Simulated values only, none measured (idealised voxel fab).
process module | voxel spacer lines
cross-section cut | 165 nm wide | cells 5 nm
A cross-section is a grid of square cells, given in bands from the top down. A band is one or more rows of cells.
Each band's line starts with the height of the band's top and of its bottom, in nm. Then come its materials from left to right, each with its width in nm. One material with "throughout" fills the band from edge to edge. "air" is empty space.
Height 0 is the level under which the wafer as received is all one material. The lowest band goes on downwards, as in "0 down".
A width such as "30 to 40" changes by the same amount from each row of cells to the next, from the band's top row to its bottom row.
"no change" after a step means that no cell of the cross-section changed.
closed voids: empty space of 8 cells or more with no open way to the top, each as width x height at its distance from the left edge, in nm
after a step's settings: what the simulator itself notes on the step
overlay nm, on a step with a mask: how far to the right of its planned place the mask lay; to the left if negative
plan
1 op RECEIVE | material Si
2 op CONFORMAL_DEP | material Al2O3 | thk nm 5
3 op DIRECTIONAL_DEP | material polySi | thk nm 20
4 op DIRECTIONAL_DEP | material aC | thk nm 25
5 op PATTERN | tone cover | mask id MANDREL | material resist | width nm 20 | pitch nm 70 | thk nm 35 | overlay nm 0
6 op DIRECTIONAL_ETCH | etch materials aC | depth nm 25
7 op STRIP | etch materials resist
8 op CONFORMAL_DEP | material SiO2 | thk nm 15
9 op DIRECTIONAL_ETCH | etch materials SiO2 | depth nm 15
10 op STRIP | etch materials aC
11 op DIRECTIONAL_ETCH | etch materials polySi | depth nm 20
12 op STRIP | etch materials SiO2
as received, after step 1
  0 down: Si throughout
  closed voids: none
first wafer at the end, as planned
  25 to 5: air 20 | polySi 15 | air 20 | polySi 15 | air 20 | polySi 15 | air 20 | polySi 15 | air 25
  5 to 0: Al2O3 throughout
  0 down: Si throughout
  closed voids: none
second wafer at the end: like start, like plan, one mistake
  25 to 5: air 20 | polySi 15 | air 25 | polySi 15 | air 15 | polySi 15 | air 25 | polySi 15 | air 20
  5 to 0: Al2O3 throughout
  0 down: Si throughout
  closed voids: none
what went wrong: step 5 ran as: op PATTERN | tone cover | mask id MANDREL | material resist | width nm 25 | pitch nm 70 | thk nm 35 | overlay nm 0
at the end the second wafer has, in cells: as many of each material as the first, in other places
